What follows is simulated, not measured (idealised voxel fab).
The name of this process module is voxel self aligned contacts.
Cross-section cut: width 300 nm, square cells of 5 nm.
For the purposes of this document, a cross-section shall be understood as a grid of square cells, specified as bands listed in top-to-bottom order, each band consisting of one or more rows of cells.
Heads up on the band format: heights come first, top then bottom, in nm. After that it's the materials left to right, each with its width in nm. A single material flagged "throughout" fills the whole band edge to edge, and "air" means there's empty space there.
Height is counted from the level 0, under which the received wafer is composed throughout of one material. The lowest of the bands is not closed at the bottom but continues downward, in the notation "z 0 and below".
Top row gets the first number, bottom row gets the second, and each row in between changes by the same step: that is how a band width like "30..40" works.
It should be understood that the words "no alteration", when stated for a given step, signify that the cross-section underwent no change in any of its cells during that step.
For the entry "Closed internal cavities", the listed items are empty spaces with no open way to the top whose size is 8 cells or more; each item follows the pattern width x height at distance, where distance is from the left edge and all three are in nm.
Post-settings text on a step line: simulator's own remark regarding the step.
"overlay nm" on a masked step: distance the mask lay right of its planned place, negative for left.
Set out below are the planned steps of the process:
1 RECEIVE | material Si
2 OXIDIZE | depth nm 5
3 DIRECTIONAL_DEP | material polySi | thk nm 30
4 DIRECTIONAL_DEP | material SiN | thk nm 20
5 DIRECTIONAL_DEP | material aC | thk nm 10
6 PATTERN | tone cover | mask id GATE | material resist | width nm 30 | pitch nm 65 | thk nm 30 | overlay nm 0
7 DIRECTIONAL_ETCH | etch materials aC | depth nm 10
8 STRIP | etch materials resist
9 DIRECTIONAL_ETCH | etch materials SiN | depth nm 20
10 DIRECTIONAL_ETCH | etch materials polySi | depth nm 30
11 STRIP | etch materials aC
12 CONFORMAL_DEP | material SiN | thk nm 5
13 DIRECTIONAL_ETCH | etch materials SiN | depth nm 5
14 FILL_DEP | material SiO2 | thk nm 10
15 CMP | height nm 55
16 MASKED_ETCH | tone open | mask id CONTACT | width nm 45 | pitch nm 65 | etch materials SiO2 | depth nm 60 | overlay nm 0
17 CONFORMAL_DEP | material TiN | thk nm 5
18 FILL_DEP | material Ru | thk nm 10
19 CMP | height nm 55
20 CONFORMAL_DEP | material SiN | thk nm 5
Among the wafers covered here, the point of difference is the depth nm at step 2; their starting state is shared, and the plan presents the value of the first wafer.
Cross-section of the first of several received wafers, showing its state after step 1:
    z 0 and below | Si throughout
    Closed internal cavities: none
So in this table every wafer gets its own row, and what you see is where it stands at the end of the module: for each material, how many cells it picked up (+) or gave up (-) since we received it, and after that its closed voids:
depth nm 5, +66 Ru, -60 Si, +192 SiN, +352 SiO2, +62 TiN, +108 polySi, Closed internal cavities: none
depth nm 10, +66 Ru, -120 Si, +192 SiN, +412 SiO2, +62 TiN, +108 polySi, Closed internal cavities: none
depth nm 15, +66 Ru, -180 Si, +192 SiN, +472 SiO2, +62 TiN, +108 polySi, Closed internal cavities: none
depth nm 20, +66 Ru, -240 Si, +192 SiN, +532 SiO2, +62 TiN, +108 polySi, Closed internal cavities: none
